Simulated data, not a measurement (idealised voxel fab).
process module | voxel double patterning
cross-section cut | 180 nm wide | cells 5 nm
A cross-section is a grid of square cells, given in bands from the top down. A band is one or more rows of cells.
Each band's line starts with the height of the band's top and of its bottom, in nm. Then come its materials from left to right, each with its width in nm. One material with "throughout" fills the band from edge to edge. "air" is empty space.
Height 0 is the level under which the wafer as received is all one material. The lowest band goes on downwards, as in "0 down".
A width such as "30 to 40" changes by the same amount from each row of cells to the next, from the band's top row to its bottom row.
"no change" after a step means that no cell of the cross-section changed.
closed voids: empty space of 8 cells or more with no open way to the top, each as width x height at its distance from the left edge, in nm
after a step's settings: what the simulator itself notes on the step
overlay nm, on a step with a mask: how far to the right of its planned place the mask lay; to the left if negative
plan
1 op RECEIVE | material Si
2 op CONFORMAL_DEP | material SiO2 | thk nm 10
3 op DIRECTIONAL_DEP | material polySi | thk nm 10
4 op DIRECTIONAL_DEP | material SiN | thk nm 10
5 op MASKED_ETCH | tone open | mask id FIRST | width nm 15 | pitch nm 50 | etch materials SiN | depth nm 10 | overlay nm 0
6 op DIRECTIONAL_DEP | material aC | thk nm 15
7 op PATTERN | tone open | mask id SECOND | material resist | width nm 15 | thk nm 35 | overlay nm 0
8 op DIRECTIONAL_ETCH | etch materials aC | depth nm 15
9 op STRIP | etch materials resist
10 op DIRECTIONAL_ETCH | etch materials SiN | depth nm 10
11 op STRIP | etch materials aC
12 op DIRECTIONAL_ETCH | etch materials polySi | depth nm 10
13 op STRIP | etch materials SiN
varied across the wafers: width nm of step 7. The plan shows the first wafer's value. All wafers start alike
first wafer as received, after step 1
  0 down: Si throughout
  closed voids: none
each wafer at the end: cells of each material gained (+) or lost (-) since it was received, then its closed voids
width nm 15 | +72 SiO2 | +54 polySi | closed voids: none
width nm 20 | +72 SiO2 | +52 polySi | closed voids: none
width nm 25 | +72 SiO2 | +50 polySi | closed voids: none
width nm 30 | +72 SiO2 | +48 polySi | closed voids: none
